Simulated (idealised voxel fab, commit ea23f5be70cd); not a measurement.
The name of this process module is voxel capacitor over wiring.
Section shown: cut. Width: 255 nm. Cell size: 5 nm, square.
If you're reading a cross-section in this doc, picture square cells in a grid; it comes to you as bands, top ones listed first down to the bottom, and a band can be one or more rows of cells.
Basically the band line says how high the top is and how high the bottom is, in nm, and then what's in it from left to right, every material with its width in nm. Empty space shows up as "air", and if a single material carries "all across" it runs the full band edge to edge.
It should be noted that heights are counted from 0, beneath which the wafer as supplied is of one material throughout, and that the lowest band possesses no lower boundary but continues downward, as written in "0 nm and below".
The notation "30 to 40" denotes a width that varies across the rows of cells in the band, beginning at the first number in the top row, finishing at the second number in the bottom row, and changing by an identical amount from each row to the next.
What does "nothing different" mean for a step? It means no cell of the cross-section changed in that step.
The label "Completely enclosed voids" introduces a list of the empty spaces, 8 cells or larger, that have no open way up to the top; each entry in it reads width x height at distance, where the distance is taken from the left edge and all three are stated in nm.
after a step's settings: what the simulator itself notes on the step
If you see "overlay nm" on a step's line and that step has a mask, it's telling you how far right of where it was planned the mask ended up; a negative number means it went left instead.

**Set out below are the planned steps of the process**
1 RECEIVE: material Si
2 CONFORMAL_DEP: material SiO2, thk nm 15
3 DIRECTIONAL_DEP: material TiN, thk nm 5
4 DIRECTIONAL_DEP: material Ru, thk nm 15
5 PATTERN: tone cover, mask id METAL_1, material resist, width nm 30, pitch nm 95, thk nm 15, overlay nm 0
6 DIRECTIONAL_ETCH: etch materials Ru, depth nm 15
7 DIRECTIONAL_ETCH: etch materials TiN, depth nm 5
8 STRIP: etch materials resist
9 FILL_DEP: material lowk, thk nm 5
10 CMP: height nm 35
11 CONFORMAL_DEP: material SiCN, thk nm 5
12 DIRECTIONAL_DEP: material SiO2, thk nm 10
13 MASKED_ETCH: tone open, mask id PLUG_1, width nm 15, etch materials SiO2, depth nm 10, overlay nm 0
14 MASKED_ETCH: tone open, mask id PLUG_1, width nm 15, etch materials SiCN, depth nm 5, overlay nm 0
15 EPI: material Ru, thk nm 10
16 EPI: material Ru, thk nm 5
17 DIRECTIONAL_DEP: material TiN, thk nm 5
18 DIRECTIONAL_DEP: material HfO2, thk nm 5
19 DIRECTIONAL_DEP: material TiN, thk nm 5
20 DIRECTIONAL_DEP: material aC, thk nm 10
21 PATTERN: tone cover, mask id UPPER_PLATE, material resist, width nm 70, thk nm 25, overlay nm 0
22 DIRECTIONAL_ETCH: etch materials aC, depth nm 10
23 STRIP: etch materials resist
24 DIRECTIONAL_ETCH: etch materials TiN, depth nm 5
25 DIRECTIONAL_ETCH: etch materials HfO2, depth nm 5
26 STRIP: etch materials aC
27 PATTERN: tone cover, mask id LOWER_PLATE, material resist, width nm 80, thk nm 15, overlay nm 0
28 DIRECTIONAL_ETCH: etch materials TiN, depth nm 5
29 STRIP: etch materials resist
30 FILL_DEP: material SiO2, thk nm 15
31 CMP: height nm 75
32 PATTERN: tone open, mask id PLUG_2, material resist, width nm 15, thk nm 15, overlay nm 0
33 DIRECTIONAL_ETCH: etch materials SiO2, depth nm 10
34 STRIP: etch materials resist
35 CONFORMAL_DEP: material TiN, thk nm 5
36 FILL_DEP: material Cu, thk nm 10
37 CMP: height nm 75
38 CONFORMAL_DEP: material SiCN, thk nm 5

**Cross-section of the wafer as it came to us, i.e., already through step 1**
    0 nm and below: Si all across
    Completely enclosed voids: none

**The module was run from the start shown above using the plan shown above, but one mistake was made doing it; the resulting wafer cross-section is below**
    80 nm to 75 nm: SiCN all across
    75 nm to 70 nm: SiO2 90 nm / TiN 5 nm / Cu 5 nm / TiN 5 nm / SiO2 150 nm
    70 nm to 60 nm: SiO2 90 to 75 nm / TiN 15 to 70 nm / SiO2 150 to 110 nm
    60 nm to 55 nm: SiO2 75 nm / HfO2 70 nm / SiO2 110 nm
    55 nm to 50 nm: SiO2 75 nm / TiN 80 nm / SiO2 100 nm
    50 nm to 40 nm: SiO2 80 nm / Ru 15 nm / SiO2 160 nm
    40 nm to 35 nm: SiCN 80 nm / Ru 15 nm / SiCN 160 nm
    35 nm to 20 nm: lowk 65 nm / Ru 30 nm / lowk 65 nm / Ru 30 nm / lowk 65 nm
    20 nm to 15 nm: lowk 65 nm / TiN 30 nm / lowk 65 nm / TiN 30 nm / lowk 65 nm
    15 nm to 0 nm: SiO2 all across
    0 nm and below: Si all across
    Completely enclosed voids: none
Against the plan, the run slipped here: so step 21 ended up running with a different setting than we planned, it ran as PATTERN: tone cover, mask id UPPER_PLATE, material resist, width nm 70, thk nm 25, overlay nm -5
